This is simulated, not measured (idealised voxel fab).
process module | voxel local oxidation
cross-section cut | 170 nm wide | cells 5 nm
A cross-section is a grid of square cells, given in bands from the top down. A band is one or more rows of cells.
Each band's line starts with the height of the band's top and of its bottom, in nm. Then come its materials from left to right, each with its width in nm. One material with "throughout" fills the band from edge to edge. "air" is empty space.
Height 0 is the level under which the wafer as received is all one material. The lowest band goes on downwards, as in "0 down".
A width such as "30 to 40" changes by the same amount from each row of cells to the next, from the band's top row to its bottom row.
"no change" after a step means that no cell of the cross-section changed.
closed voids: empty space of 8 cells or more with no open way to the top, each as width x height at its distance from the left edge, in nm
after a step's settings: what the simulator itself notes on the step
overlay nm, on a step with a mask: how far to the right of its planned place the mask lay; to the left if negative
plan
1 op RECEIVE | material Si
2 op OXIDIZE | depth nm 5
3 op CONFORMAL_DEP | material SiN | thk nm 10
4 op MASKED_ETCH | tone cover | mask id ACTIVE | width nm 100 | etch materials SiN | depth nm 10 | overlay nm 0
5 op SELECTIVE_ETCH | etch materials SiO2 | depth nm 5
6 op OXIDIZE | depth nm 10
7 op STRIP | etch materials SiN
as received, after step 1
  0 down: Si throughout
  closed voids: none
a wafer at the end: this start, this plan, one mistake
  0 to -5: air 45 | SiO2 85 | air 40
  -5 to -15: SiO2 55 | Si 65 | SiO2 50
  -15 down: Si throughout
  closed voids: none
what went wrong: step 4 ran as: op MASKED_ETCH | tone cover | mask id ACTIVE | width nm 95 | etch materials SiN | depth nm 10 | overlay nm 0
